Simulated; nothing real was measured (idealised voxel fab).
The following is a process module called voxel tone inversion.
cross-section cut | 220 nm wide | cells 5 nm
Cross-section spec: square-cell grid; bands listed top down; each band is one or more rows.
Band: top and bottom heights (nm) first, top before bottom; then materials from left to right, widths in nm. "all across" marks a sole material filling the band edge to edge. "air" denotes empty space.
Basically, 0 is our baseline, since under it the wafer straight out of the box is all one material. The bottom band has no lower end and keeps on going down, so it looks like "0 -> down".
When a width is written as two numbers, as in "30..40", the first number is the width in the top row of cells of the band and the second is the width in its bottom row, and the width changes by the same amount from each row to the next.
Given "no change" for a step, no cell of the cross-section differs between before and after that step.
"Closed void catalog" lists enclosed empty spaces (at least 8 cells, no open path upward to the top), each as width x height at distance from the left edge, in nm.
If you see something after the settings on a step's line, that's the simulator's own remark about that step.
A step's line can hold "overlay nm"; with a mask on that step, the setting says how far right of the planned place the mask lay, while a negative setting says it lay to the left.
-- So here's the lineup of process steps we planned
1,RECEIVE with material Si
2,CONFORMAL_DEP with material SiCN, thk nm 10
3,DIRECTIONAL_DEP with material aC, thk nm 15
4,PATTERN with tone cover, mask id POSTS, material resist, width nm 25, pitch nm 55, thk nm 25, overlay nm 0
5,DIRECTIONAL_ETCH with etch materials aC, depth nm 15
6,STRIP with etch materials resist
7,FILL_DEP with material lowk, thk nm 5
8,CMP with height nm 25
9,STRIP with etch materials aC
10,CONFORMAL_DEP with material TiN, thk nm 5
11,FILL_DEP with material Ru, thk nm 10
12,CMP with height nm 25
13,CONFORMAL_DEP with material SiN, thk nm 5
-- Cross-section of the wafer upon arrival, representing the state reached after step 1
- 0 -> down: Si all across
- Closed void catalog: none
-- End-of-module XS, first of two wafers, run as planned
- 30 -> 25: SiN all across
- 25 -> 15: lowk=40; TiN=5; Ru=15; TiN=5; lowk=30; TiN=5; Ru=15; TiN=5; lowk=30; TiN=5; Ru=15; TiN=5; lowk=45
- 15 -> 10: lowk=40; TiN=25; lowk=30; TiN=25; lowk=30; TiN=25; lowk=45
- 10 -> 0: SiCN all across
- 0 -> down: Si all across
- Closed void catalog: none
-- So this is wafer number two of the two, cut at the end of the module - it started where the first did and had the same plan, we just got one thing wrong running it
- 30 -> 10: SiN all across
- 10 -> 0: SiCN all across
- 0 -> down: Si all across
- Closed void catalog: none
Nonconformance to the process plan: note that step 3 departed from the planned setting and was carried out as DIRECTIONAL_DEP with material SiN, thk nm 15
Materials where the second wafer ends with more or fewer cells than the first: -18 Ru | +132 SiN | -27 TiN | -87 lowk
